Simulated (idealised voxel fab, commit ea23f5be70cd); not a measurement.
This is a process module. Its name is voxel capacitor over wiring.
Square cells of 5 nm make up the cross-section cut, whose width is 255 nm.
Cross-section, as written here: a square-cell grid given band by band from the top down, where a band holds one or more rows of cells. Per band: top height and bottom height in nm, followed by the left-to-right materials and their widths in nm; "everywhere" marks a single material spanning edge to edge, "air" marks empty space. All heights in this document are referenced to 0, defined as the level beneath which the wafer, as received, consists entirely of one material. The lowest band is not bounded below; it extends indefinitely downward and is written in the form "0 down". The two numbers in a width such as "30->40" mark its ends across the band: the first belongs to the top row of cells, the second to the bottom row, and from each row to the next the width moves by the same amount. Key: "no alteration" - step with no changed cell in the cross-section. Voids not open to the top, 8 cells minimum: see "Completely enclosed voids". Written width x height at distance; distance is from the left edge; nm. Anything after a step's settings on that line? It's the simulator's own note about the step. overlay nm: mask right of planned place by this much (step with mask). Neg. = left. Structure of the following material. The material consists of pairs of cross-sections. Each pair comprises the cross-section before one process step and the cross-section after that step, the latter shown only down to the lowest band that changed. The step between the cross-sections is specified beneath each pair, including its settings. Pairs are not necessarily consecutive: they may derive from different runs of this module performed on the same starting wafer. Continuity with the pair above is to be assumed only where the entry headed "Status before step" of the pair in question states it.

**Status before step**
    45 to 40: Cu everywhere
    40 to 35: TiN 75 nm, Cu 15 nm, TiN 75 nm, Cu 15 nm, TiN 75 nm
    35 to 30: SiCN 70 nm, TiN 25 nm, SiCN 65 nm, TiN 25 nm, SiCN 70 nm
    30 to 15: lowk everywhere
    15 to 0: SiO2 everywhere
    0 down: Si everywhere
    Completely enclosed voids: none

**State After Step**
    35 to 30: SiCN 70 nm, TiN 25 nm, SiCN 65 nm, TiN 25 nm, SiCN 70 nm
    No changes below 30.
    Completely enclosed voids: none
Between before and after above, the operation and settings are CMP with height nm 35

Status before step: refer to the pair immediately above; the cross-section shown after its step is the state before this one.

**State After Step**
    40 to 35: air 65 nm, Ru 35 nm, air 55 nm, Ru 35 nm, air 65 nm
    No changes below 35.
    Completely enclosed voids: none
Between before and after above, the operation and settings are EPI with material Ru, thk nm 5

Status before step: refer to the pair immediately above; the cross-section shown after its step is the state before this one.

**State After Step**
    45 to 40: SiCN everywhere
    40 to 35: SiCN 65 nm, Ru 35 nm, SiCN 55 nm, Ru 35 nm, SiCN 65 nm
    No changes below 35.
    Completely enclosed voids: none
Between before and after above, the operation and settings are FILL_DEP with material SiCN, thk nm 5

Status before step: refer to the pair immediately above; the cross-section shown after its step is the state before this one.

**State After Step**
    60 to 45: lowk everywhere
    No changes below 45.
    Completely enclosed voids: none
Between before and after above, the operation and settings are DIRECTIONAL_DEP with material lowk, thk nm 15

Status before step: refer to the pair immediately above; the cross-section shown after its step is the state before this one.

**State After Step**
    70 to 60: aC everywhere
    No changes below 60.
    Completely enclosed voids: none
Between before and after above, the operation and settings are DIRECTIONAL_DEP with material aC, thk nm 10

Status before step: refer to the pair immediately above; the cross-section shown after its step is the state before this one.

**State After Step**
    95 to 70: resist 80 nm, air 15 nm, resist 160 nm
    No changes below 70.
    Completely enclosed voids: none
Between before and after above, the operation and settings are PATTERN with tone open, mask id PLUG_1, material resist, width nm 15, thk nm 25, overlay nm 0

Status before step: refer to the pair immediately above; the cross-section shown after its step is the state before this one.

**State After Step**
    85 to 70: resist 80 nm, air 15 nm, resist 160 nm
    70 to 60: aC 80 nm, air 15 nm, aC 160 nm
    No changes below 60.
    Completely enclosed voids: none
Between before and after above, the operation and settings are DIRECTIONAL_ETCH with etch materials aC, depth nm 10

Status before step: refer to the pair immediately above; the cross-section shown after its step is the state before this one.

**State After Step**
    70 to 60: aC 80 nm, air 15 nm, aC 160 nm
    No changes below 60.
    Completely enclosed voids: none
Between before and after above, the operation and settings are STRIP with etch materials resist

Status before step: refer to the pair immediately above; the cross-section shown after its step is the state before this one.

**State After Step**
    70 to 60: aC 80 nm, air 15 nm, aC 160 nm
    60 to 45: lowk 80 nm, air 15 nm, lowk 160 nm
    No changes below 45.
    Completely enclosed voids: none
Between before and after above, the operation and settings are DIRECTIONAL_ETCH with etch materials lowk, depth nm 15

Status before step: refer to the pair immediately above; the cross-section shown after its step is the state before this one.

**State After Step**
    70 to 60: aC 80 nm, air 15 nm, aC 160 nm
    60 to 45: lowk 80 nm, air 15 nm, lowk 160 nm
    45 to 40: SiCN 80 nm, air 15 nm, SiCN 160 nm
    No changes below 40.
    Completely enclosed voids: none
Between before and after above, the operation and settings are DIRECTIONAL_ETCH with etch materials SiCN, depth nm 5

Status before step: refer to the pair immediately above; the cross-section shown after its step is the state before this one.

**State After Step**
    60 to 45: lowk 80 nm, air 15 nm, lowk 160 nm
    No changes below 45.
    Completely enclosed voids: none
Between before and after above, the operation and settings are STRIP with etch materials aC

Status before step: refer to the pair immediately above; the cross-section shown after its step is the state before this one.

**State After Step**
    60 to 50: lowk 80 nm, air 15 nm, lowk 160 nm
    50 to 45: lowk 80 nm, Ru 15 nm, lowk 160 nm
    45 to 40: SiCN 80 nm, Ru 15 nm, SiCN 160 nm
    No changes below 40.
    Completely enclosed voids: none
Between before and after above, the operation and settings are EPI with material Ru, thk nm 10

Status before step: refer to the pair immediately above; the cross-section shown after its step is the state before this one.

**State After Step**
    60 to 45: lowk 80 nm, Ru 15 nm, lowk 160 nm
    No changes below 45.
    Completely enclosed voids: none
Between before and after above, the operation and settings are EPI with material Ru, thk nm 10

Status before step: refer to the pair immediately above; the cross-section shown after its step is the state before this one.

**State After Step**
    65 to 60: TiN everywhere
    No changes below 60.
    Completely enclosed voids: none
Between before and after above, the operation and settings are DIRECTIONAL_DEP with material TiN, thk nm 5

Status before step: refer to the pair immediately above; the cross-section shown after its step is the state before this one.

**State After Step**
    70 to 65: SiN everywhere
    No changes below 65.
    Completely enclosed voids: none
Between before and after above, the operation and settings are DIRECTIONAL_DEP with material SiN, thk nm 5

Status before step: refer to the pair immediately above; the cross-section shown after its step is the state before this one.

**State After Step**
    80 to 70: TiN everywhere
    No changes below 70.
    Completely enclosed voids: none
Between before and after above, the operation and settings are DIRECTIONAL_DEP with material TiN, thk nm 10

Status before step: refer to the pair immediately above; the cross-section shown after its step is the state before this one.

**State After Step**
    80 to 70: air 80 nm, TiN 70 nm, air 105 nm
    No changes below 70.
    Completely enclosed voids: none
Between before and after above, the operation and settings are MASKED_ETCH with tone cover, mask id UPPER_PLATE, width nm 70, etch materials TiN, depth nm 10, overlay nm 0

Status before step: refer to the pair immediately above; the cross-section shown after its step is the state before this one.

**State After Step**
    80 to 70: air 80 nm, TiN 70 nm, air 105 nm
    70 to 65: air 80 nm, SiN 70 nm, air 105 nm
    No changes below 65.
    Completely enclosed voids: none
Between before and after above, the operation and settings are MASKED_ETCH with tone cover, mask id UPPER_PLATE, width nm 70, etch materials SiN, depth nm 5, overlay nm 0

Status before step: refer to the pair immediately above; the cross-section shown after its step is the state before this one.

**State After Step**
    95 to 80: air 75 nm, resist 80 nm, air 100 nm
    80 to 70: air 75 nm, resist 5 nm, TiN 70 nm, resist 5 nm, air 100 nm
    70 to 65: air 75 nm, resist 5 nm, SiN 70 nm, resist 5 nm, air 100 nm
    No changes below 65.
    Completely enclosed voids: none
Between before and after above, the operation and settings are PATTERN with tone cover, mask id LOWER_PLATE, material resist, width nm 80, thk nm 15, overlay nm 0

Status before step: refer to the pair immediately above; the cross-section shown after its step is the state before this one.

**State After Step**
    95 to 80: air 75 nm, resist 80 nm, air 100 nm
    80 to 70: air 75 nm, resist 5 nm, TiN 70 nm, resist 5 nm, air 100 nm
    70 to 65: air 75 nm, resist 5 nm, SiN 70 nm, resist 5 nm, air 100 nm
    65 to 60: air 75 nm, TiN 80 nm, air 100 nm
    No changes below 60.
    Completely enclosed voids: none
Between before and after above, the operation and settings are DIRECTIONAL_ETCH with etch materials TiN, depth nm 5

Status before step: refer to the pair immediately above; the cross-section shown after its step is the state before this one.

**State After Step**
    80 to 70: air 80 nm, TiN 70 nm, air 105 nm
    70 to 65: air 80 nm, SiN 70 nm, air 105 nm
    No changes below 65.
    Completely enclosed voids: none
Between before and after above, the operation and settings are STRIP with etch materials resist

Status before step: refer to the pair immediately above; the cross-section shown after its step is the state before this one.

**State After Step**
    95 to 80: SiO2 everywhere
    80 to 70: SiO2 80 nm, TiN 70 nm, SiO2 105 nm
    70 to 65: SiO2 80 nm, SiN 70 nm, SiO2 105 nm
    65 to 60: SiO2 75 nm, TiN 80 nm, SiO2 100 nm
    No changes below 60.
    Completely enclosed voids: none
Between before and after above, the operation and settings are FILL_DEP with material SiO2, thk nm 15

Status before step: refer to the pair immediately above; the cross-section shown after its step is the state before this one.

**State After Step**
    90 to 80: SiO2 everywhere
    No changes below 80.
    Completely enclosed voids: none
Between before and after above, the operation and settings are CMP with height nm 90

Status before step: refer to the pair immediately above; the cross-section shown after its step is the state before this one.

**State After Step**
    105 to 90: resist 90 nm, air 15 nm, resist 150 nm
    No changes below 90.
    Completely enclosed voids: none
Between before and after above, the operation and settings are PATTERN with tone open, mask id PLUG_2, material resist, width nm 15, thk nm 15, overlay nm 0

Status before step: refer to the pair immediately above; the cross-section shown after its step is the state before this one.

**State After Step**
    105 to 90: resist 90 nm, air 15 nm, resist 150 nm
    90 to 80: SiO2 90 nm, air 15 nm, SiO2 150 nm
    No changes below 80.
    Completely enclosed voids: none
Between before and after above, the operation and settings are DIRECTIONAL_ETCH with etch materials SiO2, depth nm 10

Status before step: refer to the pair immediately above; the cross-section shown after its step is the state before this one.

**State After Step**
    90 to 80: SiO2 90 nm, air 15 nm, SiO2 150 nm
    No changes below 80.
    Completely enclosed voids: none
Between before and after above, the operation and settings are STRIP with etch materials resist

Status before step: refer to the pair immediately above; the cross-section shown after its step is the state before this one.

**State After Step**
    95 to 90: TiN 95 nm, air 5 nm, TiN 155 nm
    90 to 85: SiO2 90 nm, TiN 5 nm, air 5 nm, TiN 5 nm, SiO2 150 nm
    85 to 80: SiO2 90 nm, TiN 15 nm, SiO2 150 nm
    No changes below 80.
    Completely enclosed voids: none
Between before and after above, the operation and settings are CONFORMAL_DEP with material TiN, thk nm 5

Status before step: refer to the pair immediately above; the cross-section shown after its step is the state before this one.

**State After Step**
    100 to 95: W everywhere
    95 to 90: TiN 95 nm, W 5 nm, TiN 155 nm
    90 to 85: SiO2 90 nm, TiN 5 nm, W 5 nm, TiN 5 nm, SiO2 150 nm
    No changes below 85.
    Completely enclosed voids: none
Between before and after above, the operation and settings are FILL_DEP with material W, thk nm 5

Status before step: refer to the pair immediately above; the cross-section shown after its step is the state before this one.

**State After Step**
    90 to 85: SiO2 90 nm, TiN 5 nm, W 5 nm, TiN 5 nm, SiO2 150 nm
    No changes below 85.
    Completely enclosed voids: none
Between before and after above, the operation and settings are CMP with height nm 90

Status before step: refer to the pair immediately above; the cross-section shown after its step is the state before this one.

**State After Step**
    95 to 90: SiN everywhere
    No changes below 90.
    Completely enclosed voids: none
Between before and after above, the operation and settings are CONFORMAL_DEP with material SiN, thk nm 5

**Status before step**
    20 to 15: SiCN everywhere
    15 to 0: SiO2 everywhere
    0 down: Si everywhere
    Completely enclosed voids: none

**State After Step**
    30 to 20: lowk everywhere
    No changes below 20.
    Completely enclosed voids: none
Between before and after above, the operation and settings are DIRECTIONAL_DEP with material lowk, thk nm 10

Status before step: refer to the pair immediately above; the cross-section shown after its step is the state before this one.

**State After Step**
    45 to 30: resist 70 nm, air 25 nm, resist 65 nm, air 25 nm, resist 70 nm
    No changes below 30.
    Completely enclosed voids: none
Between before and after above, the operation and settings are PATTERN with tone open, mask id METAL_1, material resist, width nm 25, pitch nm 90, thk nm 15, overlay nm 0

Status before step: refer to the pair immediately above; the cross-section shown after its step is the state before this one.

**State After Step**
    45 to 30: resist 70 nm, air 25 nm, resist 65 nm, air 25 nm, resist 70 nm
    30 to 20: lowk 70 nm, air 25 nm, lowk 65 nm, air 25 nm, lowk 70 nm
    No changes below 20.
    Completely enclosed voids: none
Between before and after above, the operation and settings are DIRECTIONAL_ETCH with etch materials lowk, depth nm 15

Status before step: refer to the pair immediately above; the cross-section shown after its step is the state before this one.

**State After Step**
    45 to 30: resist 70 nm, air 25 nm, resist 65 nm, air 25 nm, resist 70 nm
    30 to 20: lowk 70 nm, air 25 nm, lowk 65 nm, air 25 nm, lowk 70 nm
    20 to 15: SiCN 70 nm, air 25 nm, SiCN 65 nm, air 25 nm, SiCN 70 nm
    No changes below 15.
    Completely enclosed voids: none
Between before and after above, the operation and settings are DIRECTIONAL_ETCH with etch materials SiCN, depth nm 5

Status before step: refer to the pair immediately above; the cross-section shown after its step is the state before this one.

**State After Step**
    30 to 20: lowk 70 nm, air 25 nm, lowk 65 nm, air 25 nm, lowk 70 nm
    No changes below 20.
    Completely enclosed voids: none
Between before and after above, the operation and settings are STRIP with etch materials resist

Status before step: refer to the pair immediately above; the cross-section shown after its step is the state before this one.

**State After Step**
    35 to 30: TiN 75 nm, air 15 nm, TiN 75 nm, air 15 nm, TiN 75 nm
    30 to 20: lowk 70 nm, TiN 5 nm, air 15 nm, TiN 5 nm, lowk 65 nm, TiN 5 nm, air 15 nm, TiN 5 nm, lowk 70 nm
    20 to 15: SiCN 70 nm, TiN 25 nm, SiCN 65 nm, TiN 25 nm, SiCN 70 nm
    No changes below 15.
    Completely enclosed voids: none
Between before and after above, the operation and settings are CONFORMAL_DEP with material TiN, thk nm 5

Status before step: refer to the pair immediately above; the cross-section shown after its step is the state before this one.

**State After Step**
    40 to 35: Cu everywhere
    35 to 30: TiN 75 nm, Cu 15 nm, TiN 75 nm, Cu 15 nm, TiN 75 nm
    30 to 20: lowk 70 nm, TiN 5 nm, Cu 15 nm, TiN 5 nm, lowk 65 nm, TiN 5 nm, Cu 15 nm, TiN 5 nm, lowk 70 nm
    No changes below 20.
    Completely enclosed voids: none
Between before and after above, the operation and settings are FILL_DEP with material Cu, thk nm 5

Status before step: refer to the pair immediately above; the cross-section shown after its step is the state before this one.

**State After Step**
    35 to 30: TiN 75 nm, Cu 15 nm, TiN 75 nm, Cu 15 nm, TiN 75 nm
    No changes below 30.
    Completely enclosed voids: none
Between before and after above, the operation and settings are CMP with height nm 35

Status before step: refer to the pair immediately above; the cross-section shown after its step is the state before this one.

**State After Step**
    40 to 35: Ru everywhere
    No changes below 35.
    Completely enclosed voids: none
Between before and after above, the operation and settings are EPI with material Ru, thk nm 5

Status before step: refer to the pair immediately above; the cross-section shown after its step is the state before this one.

**State After Step**
    45 to 40: SiCN everywhere
    No changes below 40.
    Completely enclosed voids: none
Between before and after above, the operation and settings are FILL_DEP with material SiCN, thk nm 5

Status before step: refer to the pair immediately above; the cross-section shown after its step is the state before this one.

**State After Step**
    60 to 45: lowk everywhere
    No changes below 45.
    Completely enclosed voids: none
Between before and after above, the operation and settings are DIRECTIONAL_DEP with material lowk, thk nm 15

Status before step: refer to the pair immediately above; the cross-section shown after its step is the state before this one.

**State After Step**
    70 to 60: aC everywhere
    No changes below 60.
    Completely enclosed voids: none
Between before and after above, the operation and settings are DIRECTIONAL_DEP with material aC, thk nm 10

Status before step: refer to the pair immediately above; the cross-section shown after its step is the state before this one.

**State After Step**
    95 to 70: resist 80 nm, air 15 nm, resist 160 nm
    No changes below 70.
    Completely enclosed voids: none
Between before and after above, the operation and settings are PATTERN with tone open, mask id PLUG_1, material resist, width nm 15, thk nm 25, overlay nm 0

Status before step: refer to the pair immediately above; the cross-section shown after its step is the state before this one.

**State After Step**
    85 to 70: resist 80 nm, air 15 nm, resist 160 nm
    70 to 60: aC 80 nm, air 15 nm, aC 160 nm
    No changes below 60.
    Completely enclosed voids: none
Between before and after above, the operation and settings are DIRECTIONAL_ETCH with etch materials aC, depth nm 10

Status before step: refer to the pair immediately above; the cross-section shown after its step is the state before this one.

**State After Step**
    70 to 60: aC 80 nm, air 15 nm, aC 160 nm
    No changes below 60.
    Completely enclosed voids: none
Between before and after above, the operation and settings are STRIP with etch materials resist

Status before step: refer to the pair immediately above; the cross-section shown after its step is the state before this one.

**State After Step**
    70 to 60: aC 80 nm, air 15 nm, aC 160 nm
    60 to 45: lowk 80 nm, air 15 nm, lowk 160 nm
    No changes below 45.
    Completely enclosed voids: none
Between before and after above, the operation and settings are DIRECTIONAL_ETCH with etch materials lowk, depth nm 15

Status before step: refer to the pair immediately above; the cross-section shown after its step is the state before this one.

**State After Step**
    70 to 60: aC 80 nm, air 15 nm, aC 160 nm
    60 to 45: lowk 80 nm, air 15 nm, lowk 160 nm
    45 to 40: SiCN 80 nm, air 15 nm, SiCN 160 nm
    No changes below 40.
    Completely enclosed voids: none
Between before and after above, the operation and settings are DIRECTIONAL_ETCH with etch materials SiCN, depth nm 5

Status before step: refer to the pair immediately above; the cross-section shown after its step is the state before this one.

**State After Step**
    60 to 45: lowk 80 nm, air 15 nm, lowk 160 nm
    No changes below 45.
    Completely enclosed voids: none
Between before and after above, the operation and settings are STRIP with etch materials aC

Status before step: refer to the pair immediately above; the cross-section shown after its step is the state before this one.

**State After Step**
    60 to 50: lowk 80 nm, air 15 nm, lowk 160 nm
    50 to 45: lowk 80 nm, Ru 15 nm, lowk 160 nm
    45 to 40: SiCN 80 nm, Ru 15 nm, SiCN 160 nm
    No changes below 40.
    Completely enclosed voids: none
Between before and after above, the operation and settings are EPI with material Ru, thk nm 10

Status before step: refer to the pair immediately above; the cross-section shown after its step is the state before this one.

**State After Step**
    60 to 45: lowk 80 nm, Ru 15 nm, lowk 160 nm
    No changes below 45.
    Completely enclosed voids: none
Between before and after above, the operation and settings are EPI with material Ru, thk nm 10

Status before step: refer to the pair immediately above; the cross-section shown after its step is the state before this one.

**State After Step**
    65 to 60: TiN everywhere
    No changes below 60.
    Completely enclosed voids: none
Between before and after above, the operation and settings are DIRECTIONAL_DEP with material TiN, thk nm 5

Status before step: refer to the pair immediately above; the cross-section shown after its step is the state before this one.

**State After Step**
    70 to 65: SiN everywhere
    No changes below 65.
    Completely enclosed voids: none
Between before and after above, the operation and settings are DIRECTIONAL_DEP with material SiN, thk nm 5

Status before step: refer to the pair immediately above; the cross-section shown after its step is the state before this one.

**State After Step**
    80 to 70: TiN everywhere
    No changes below 70.
    Completely enclosed voids: none
Between before and after above, the operation and settings are DIRECTIONAL_DEP with material TiN, thk nm 10

Status before step: refer to the pair immediately above; the cross-section shown after its step is the state before this one.

**State After Step**
    80 to 70: air 80 nm, TiN 70 nm, air 105 nm
    No changes below 70.
    Completely enclosed voids: none
Between before and after above, the operation and settings are MASKED_ETCH with tone cover, mask id UPPER_PLATE, width nm 70, etch materials TiN, depth nm 10, overlay nm 0

Status before step: refer to the pair immediately above; the cross-section shown after its step is the state before this one.

**State After Step**
    80 to 70: air 80 nm, TiN 70 nm, air 105 nm
    70 to 65: air 80 nm, SiN 70 nm, air 105 nm
    No changes below 65.
    Completely enclosed voids: none
Between before and after above, the operation and settings are MASKED_ETCH with tone cover, mask id UPPER_PLATE, width nm 70, etch materials SiN, depth nm 5, overlay nm 0

Status before step: refer to the pair immediately above; the cross-section shown after its step is the state before this one.

**State After Step**
    95 to 80: air 75 nm, resist 80 nm, air 100 nm
    80 to 70: air 75 nm, resist 5 nm, TiN 70 nm, resist 5 nm, air 100 nm
    70 to 65: air 75 nm, resist 5 nm, SiN 70 nm, resist 5 nm, air 100 nm
    No changes below 65.
    Completely enclosed voids: none
Between before and after above, the operation and settings are PATTERN with tone cover, mask id LOWER_PLATE, material resist, width nm 80, thk nm 15, overlay nm 0

Status before step: refer to the pair immediately above; the cross-section shown after its step is the state before this one.

**State After Step**
    95 to 80: air 75 nm, resist 80 nm, air 100 nm
    80 to 70: air 75 nm, resist 5 nm, TiN 70 nm, resist 5 nm, air 100 nm
    70 to 65: air 75 nm, resist 5 nm, SiN 70 nm, resist 5 nm, air 100 nm
    65 to 60: air 75 nm, TiN 80 nm, air 100 nm
    No changes below 60.
    Completely enclosed voids: none
Between before and after above, the operation and settings are DIRECTIONAL_ETCH with etch materials TiN, depth nm 5

Status before step: refer to the pair immediately above; the cross-section shown after its step is the state before this one.

**State After Step**
    80 to 70: air 80 nm, TiN 70 nm, air 105 nm
    70 to 65: air 80 nm, SiN 70 nm, air 105 nm
    No changes below 65.
    Completely enclosed voids: none
Between before and after above, the operation and settings are STRIP with etch materials resist

Status before step: refer to the pair immediately above; the cross-section shown after its step is the state before this one.

**State After Step**
    95 to 80: SiO2 everywhere
    80 to 70: SiO2 80 nm, TiN 70 nm, SiO2 105 nm
    70 to 65: SiO2 80 nm, SiN 70 nm, SiO2 105 nm
    65 to 60: SiO2 75 nm, TiN 80 nm, SiO2 100 nm
    No changes below 60.
    Completely enclosed voids: none
Between before and after above, the operation and settings are FILL_DEP with material SiO2, thk nm 15

Status before step: refer to the pair immediately above; the cross-section shown after its step is the state before this one.

**State After Step**
    90 to 80: SiO2 everywhere
    No changes below 80.
    Completely enclosed voids: none
Between before and after above, the operation and settings are CMP with height nm 90

Status before step: refer to the pair immediately above; the cross-section shown after its step is the state before this one.

**State After Step**
    105 to 90: resist 90 nm, air 15 nm, resist 150 nm
    No changes below 90.
    Completely enclosed voids: none
Between before and after above, the operation and settings are PATTERN with tone open, mask id PLUG_2, material resist, width nm 15, thk nm 15, overlay nm 0

Status before step: refer to the pair immediately above; the cross-section shown after its step is the state before this one.

**State After Step**
    105 to 90: resist 90 nm, air 15 nm, resist 150 nm
    90 to 80: SiO2 90 nm, air 15 nm, SiO2 150 nm
    No changes below 80.
    Completely enclosed voids: none
Between before and after above, the operation and settings are DIRECTIONAL_ETCH with etch materials SiO2, depth nm 10

Status before step: refer to the pair immediately above; the cross-section shown after its step is the state before this one.

**State After Step**
    90 to 80: SiO2 90 nm, air 15 nm, SiO2 150 nm
    No changes below 80.
    Completely enclosed voids: none
Between before and after above, the operation and settings are STRIP with etch materials resist

Status before step: refer to the pair immediately above; the cross-section shown after its step is the state before this one.

**State After Step**
    95 to 90: TiN 95 nm, air 5 nm, TiN 155 nm
    90 to 85: SiO2 90 nm, TiN 5 nm, air 5 nm, TiN 5 nm, SiO2 150 nm
    85 to 80: SiO2 90 nm, TiN 15 nm, SiO2 150 nm
    No changes below 80.
    Completely enclosed voids: none
Between before and after above, the operation and settings are CONFORMAL_DEP with material TiN, thk nm 5

Status before step: refer to the pair immediately above; the cross-section shown after its step is the state before this one.

**State After Step**
    100 to 95: W everywhere
    95 to 90: TiN 95 nm, W 5 nm, TiN 155 nm
    90 to 85: SiO2 90 nm, TiN 5 nm, W 5 nm, TiN 5 nm, SiO2 150 nm
    No changes below 85.
    Completely enclosed voids: none
Between before and after above, the operation and settings are FILL_DEP with material W, thk nm 5

Status before step: refer to the pair immediately above; the cross-section shown after its step is the state before this one.

**State After Step**
    90 to 85: SiO2 90 nm, TiN 5 nm, W 5 nm, TiN 5 nm, SiO2 150 nm
    No changes below 85.
    Completely enclosed voids: none
Between before and after above, the operation and settings are CMP with height nm 90

Status before step: refer to the pair immediately above; the cross-section shown after its step is the state before this one.

**State After Step**
    95 to 90: SiN everywhere
    No changes below 90.
    Completely enclosed voids: none
Between before and after above, the operation and settings are CONFORMAL_DEP with material SiN, thk nm 5

**Status before step**
    80 to 70: air 80 nm, TiN 70 nm, air 105 nm
    70 to 65: air 80 nm, SiN 70 nm, air 105 nm
    65 to 60: TiN everywhere
    60 to 45: lowk 80 nm, Ru 15 nm, lowk 160 nm
    45 to 40: SiCN 80 nm, Ru 15 nm, SiCN 160 nm
    40 to 35: SiCN 65 nm, Ru 35 nm, SiCN 55 nm, Ru 35 nm, SiCN 65 nm
    35 to 20: lowk 70 nm, TiN 5 nm, Cu 15 nm, TiN 5 nm, lowk 65 nm, TiN 5 nm, Cu 15 nm, TiN 5 nm, lowk 70 nm
    20 to 15: SiCN 70 nm, TiN 25 nm, SiCN 65 nm, TiN 25 nm, SiCN 70 nm
    15 to 0: SiO2 everywhere
    0 down: Si everywhere
    Completely enclosed voids: none

**State After Step**
    95 to 80: air 75 nm, resist 85 nm, air 95 nm
    80 to 70: air 75 nm, resist 5 nm, TiN 70 nm, resist 10 nm, air 95 nm
    70 to 65: air 75 nm, resist 5 nm, SiN 70 nm, resist 10 nm, air 95 nm
    No changes below 65.
    Completely enclosed voids: none
Between before and after above, the operation and settings are PATTERN with tone cover, mask id LOWER_PLATE, material resist, width nm 85, thk nm 15, overlay nm 0

Status before step: refer to the pair immediately above; the cross-section shown after its step is the state before this one.

**State After Step**
    95 to 80: air 75 nm, resist 85 nm, air 95 nm
    80 to 70: air 75 nm, resist 5 nm, TiN 70 nm, resist 10 nm, air 95 nm
    70 to 65: air 75 nm, resist 5 nm, SiN 70 nm, resist 10 nm, air 95 nm
    65 to 60: air 75 nm, TiN 85 nm, air 95 nm
    No changes below 60.
    Completely enclosed voids: none
Between before and after above, the operation and settings are DIRECTIONAL_ETCH with etch materials TiN, depth nm 5

Status before step: refer to the pair immediately above; the cross-section shown after its step is the state before this one.

**State After Step**
    80 to 70: air 80 nm, TiN 70 nm, air 105 nm
    70 to 65: air 80 nm, SiN 70 nm, air 105 nm
    No changes below 65.
    Completely enclosed voids: none
Between before and after above, the operation and settings are STRIP with etch materials resist

Status before step: refer to the pair immediately above; the cross-section shown after its step is the state before this one.

**State After Step**
    95 to 80: SiO2 everywhere
    80 to 70: SiO2 80 nm, TiN 70 nm, SiO2 105 nm
    70 to 65: SiO2 80 nm, SiN 70 nm, SiO2 105 nm
    65 to 60: SiO2 75 nm, TiN 85 nm, SiO2 95 nm
    No changes below 60.
    Completely enclosed voids: none
Between before and after above, the operation and settings are FILL_DEP with material SiO2, thk nm 15

Status before step: refer to the pair immediately above; the cross-section shown after its step is the state before this one.

**State After Step**
    90 to 80: SiO2 everywhere
    No changes below 80.
    Completely enclosed voids: none
Between before and after above, the operation and settings are CMP with height nm 90

Status before step: refer to the pair immediately above; the cross-section shown after its step is the state before this one.

**State After Step**
    105 to 90: resist 90 nm, air 15 nm, resist 150 nm
    No changes below 90.
    Completely enclosed voids: none
Between before and after above, the operation and settings are PATTERN with tone open, mask id PLUG_2, material resist, width nm 15, thk nm 15, overlay nm 0

Status before step: refer to the pair immediately above; the cross-section shown after its step is the state before this one.

**State After Step**
    105 to 90: resist 90 nm, air 15 nm, resist 150 nm
    90 to 80: SiO2 90 nm, air 15 nm, SiO2 150 nm
    No changes below 80.
    Completely enclosed voids: none
Between before and after above, the operation and settings are DIRECTIONAL_ETCH with etch materials SiO2, depth nm 10

Status before step: refer to the pair immediately above; the cross-section shown after its step is the state before this one.

**State After Step**
    90 to 80: SiO2 90 nm, air 15 nm, SiO2 150 nm
    No changes below 80.
    Completely enclosed voids: none
Between before and after above, the operation and settings are STRIP with etch materials resist

Status before step: refer to the pair immediately above; the cross-section shown after its step is the state before this one.

**State After Step**
    95 to 90: TiN 95 nm, air 5 nm, TiN 155 nm
    90 to 85: SiO2 90 nm, TiN 5 nm, air 5 nm, TiN 5 nm, SiO2 150 nm
    85 to 80: SiO2 90 nm, TiN 15 nm, SiO2 150 nm
    No changes below 80.
    Completely enclosed voids: none
Between before and after above, the operation and settings are CONFORMAL_DEP with material TiN, thk nm 5

Status before step: refer to the pair immediately above; the cross-section shown after its step is the state before this one.

**State After Step**
    100 to 95: W everywhere
    95 to 90: TiN 95 nm, W 5 nm, TiN 155 nm
    90 to 85: SiO2 90 nm, TiN 5 nm, W 5 nm, TiN 5 nm, SiO2 150 nm
    No changes below 85.
    Completely enclosed voids: none
Between before and after above, the operation and settings are FILL_DEP with material W, thk nm 5

Status before step: refer to the pair immediately above; the cross-section shown after its step is the state before this one.

**State After Step**
    90 to 85: SiO2 90 nm, TiN 5 nm, W 5 nm, TiN 5 nm, SiO2 150 nm
    No changes below 85.
    Completely enclosed voids: none
Between before and after above, the operation and settings are CMP with height nm 90

Status before step: refer to the pair immediately above; the cross-section shown after its step is the state before this one.

**State After Step**
    95 to 90: SiN everywhere
    No changes below 90.
    Completely enclosed voids: none
Between before and after above, the operation and settings are CONFORMAL_DEP with material SiN, thk nm 5

**Status before step**
    80 to 70: air 80 nm, TiN 70 nm, air 105 nm
    70 to 65: SiN everywhere
    65 to 60: TiN everywhere
    60 to 45: lowk 80 nm, Ru 15 nm, lowk 160 nm
    45 to 40: SiCN 80 nm, Ru 15 nm, SiCN 160 nm
    40 to 35: SiCN 65 nm, Ru 35 nm, SiCN 55 nm, Ru 35 nm, SiCN 65 nm
    35 to 20: lowk 70 nm, TiN 5 nm, Cu 15 nm, TiN 5 nm, lowk 65 nm, TiN 5 nm, Cu 15 nm, TiN 5 nm, lowk 70 nm
    20 to 15: SiCN 70 nm, TiN 25 nm, SiCN 65 nm, TiN 25 nm, SiCN 70 nm
    15 to 0: SiO2 everywhere
    0 down: Si everywhere
    Completely enclosed voids: none

**State After Step**
    80 to 70: air 80 nm, TiN 70 nm, air 105 nm
    70 to 65: air 80 nm, SiN 80 nm, air 95 nm
    No changes below 65.
    Completely enclosed voids: none
Between before and after above, the operation and settings are MASKED_ETCH with tone cover, mask id UPPER_PLATE, width nm 70, etch materials SiN, depth nm 5, overlay nm 10

Status before step: refer to the pair immediately above; the cross-section shown after its step is the state before this one.

**State After Step**
    95 to 80: air 75 nm, resist 80 nm, air 100 nm
    80 to 70: air 75 nm, resist 5 nm, TiN 70 nm, resist 5 nm, air 100 nm
    70 to 65: air 75 nm, resist 5 nm, SiN 80 nm, air 95 nm
    No changes below 65.
    Completely enclosed voids: none
Between before and after above, the operation and settings are PATTERN with tone cover, mask id LOWER_PLATE, material resist, width nm 80, thk nm 15, overlay nm 0

Status before step: refer to the pair immediately above; the cross-section shown after its step is the state before this one.

**State After Step**
    95 to 80: air 75 nm, resist 80 nm, air 100 nm
    80 to 70: air 75 nm, resist 5 nm, TiN 70 nm, resist 5 nm, air 100 nm
    70 to 65: air 75 nm, resist 5 nm, SiN 80 nm, air 95 nm
    65 to 60: air 75 nm, TiN 85 nm, air 95 nm
    No changes below 60.
    Completely enclosed voids: none
Between before and after above, the operation and settings are DIRECTIONAL_ETCH with etch materials TiN, depth nm 5
